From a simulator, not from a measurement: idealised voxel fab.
A process module follows: voxel air gaps.
Cross-sectional view cut (width: 170 nm; square cell size: 5 nm).
The cross-sections in this document take the form of a grid made of square cells. They are written out as bands, in order from top to bottom. Each band consists of one or more rows of cells. This entry defines a band. It first specifies the height of the band's top and the height of its bottom in nm, and then specifies the band's materials from left to right, stating each material with its width in nm. The word "all across" identifies a single material that fills the band from edge to edge, while the word "air" identifies empty space. Height datum 0, below which the as-received substrate wafer is one material. Lowest band open at the bottom, running downward: "0 and below". With a width like "30->40", each row of cells in the band differs from the next by the same amount, the top row carrying the first number and the bottom row the second. The cross-section has no changed cell in any step marked "everything unchanged". Heads up: "Internal closed voids" only lists the empty pockets with no open path to the top that are 8 cells or more, and it writes them as width x height at distance, distance from the left edge, in nm. Formally, on a step line, whatever follows the settings is a remark that the simulator itself makes on the step. overlay nm: for a step with a mask, the amount by which the mask lay right of where it was planned; a negative amount means left of it.
So here's the lineup of process steps we planned
1: RECEIVE | material Si
2: CONFORMAL_DEP | material SiO2 | thk nm 10
3: CONFORMAL_DEP | material SiN | thk nm 5
4: DIRECTIONAL_DEP | material SiO2 | thk nm 40
5: PATTERN | tone open | mask id LINES | material resist | width nm 25 | pitch nm 50 | thk nm 20 | overlay nm 0
6: DIRECTIONAL_ETCH | etch materials SiO2 | depth nm 40
7: STRIP | etch materials resist
8: CONFORMAL_DEP | material TiN | thk nm 5
9: FILL_DEP | material Cu | thk nm 5
10: CMP | height nm 55
11: EPI | material Ru | thk nm 10
12: SELECTIVE_ETCH | etch materials SiO2 | depth nm 50
13: CONFORMAL_DEP | material SiN | thk nm 5
As received (post step 1): cross-section
> 0 and below | Si all across
> Internal closed voids: none
End-of-module cross-section. Starting structure and process plan as above; one mistake made in running it
> 60 down to 50 | SiN all across
> 50 down to 0 | SiO2 all across
> 0 and below | Si all across
> Internal closed voids: none
what went wrong: steps 3 and 4 got flipped, so each one ran where the other should have
